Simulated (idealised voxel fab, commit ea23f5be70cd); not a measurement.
You're looking at the process module voxel released beams.
FYI the section here is cut, 210 nm wide, cells are 5 nm squares.
Cross-section format: a grid of square cells, given as bands from top to bottom; each band is one or more rows of cells. The entry gives the band's vertical extent as a top height and a bottom height in nm, then its horizontal make-up as materials from left to right, each with a width in nm. "empty" stands for empty space; a single material marked "all across" fills the band edge to edge. Measure heights from 0. That's the level where, below it, the as-received wafer is all one material. The lowest band is bottomless and extends downward; write it as in "0 -> down". Graded width ("30..40"): value in top row of band = first number; value in bottom row = second number; row-to-row change constant. Where a step carries "nothing was modified", the cross-section came out of it unchanged, cell for cell. "Voids, enclosed": sealed empty spaces, 8 cells or more, no open way to top, listed width x height at distance, with distance from the left edge and width, height and distance in nm. On a step's line, text after the settings is the simulator commenting on that step. "overlay nm" denotes, for a step that has a mask, the displacement of the mask to the right of its planned place, with negative values corresponding to the left.
**Listed below are the process steps as planned**
step 1: RECEIVE, material Si
step 2: CONFORMAL_DEP, material Al2O3, thk nm 5
step 3: DIRECTIONAL_DEP, material SiO2, thk nm 20
step 4: MASKED_ETCH, tone open, mask id ANCHOR, width nm 40, etch materials SiO2, depth nm 20, overlay nm 0
step 5: CONFORMAL_DEP, material W, thk nm 15
step 6: PATTERN, tone cover, mask id BEAM, material resist, width nm 105, thk nm 15, overlay nm 0
step 7: DIRECTIONAL_ETCH, etch materials W, depth nm 15
step 8: STRIP, etch materials resist
step 9: STRIP, etch materials SiO2
**As-received wafer cross-section (after step 1)**
- 0 -> down = Si all across
- Voids, enclosed: none
**Looking at the first of two wafers in cross-section at end of module - ran to plan**
- 40 -> 25 = 50 of empty  20 of W  10 of empty  75 of W  55 of empty
- 25 -> 20 = 55 of empty  15 of W  10 of empty  15 of W  115 of empty
- 20 -> 5 = 55 of empty  40 of W  115 of empty
- 5 -> 0 = Al2O3 all across
- 0 -> down = Si all across
- Voids, enclosed: none
**This cross-section belongs to the second wafer of two at the end of the module; the start and the plan were shared with the first, and the run included one mistake**
- 55 -> 40 = 50 of empty  105 of W  55 of empty
- 40 -> 25 = W all across
- 25 -> 5 = 55 of SiO2  40 of W  115 of SiO2
- 5 -> 0 = Al2O3 all across
- 0 -> down = Si all across
- Voids, enclosed: none
The mistake made against the process plan was this: twice over, step 5 of the plan was run
Final comparison by cell count, materials where the second wafer has more or fewer than the first: 136 more of SiO2 | 134 more of W
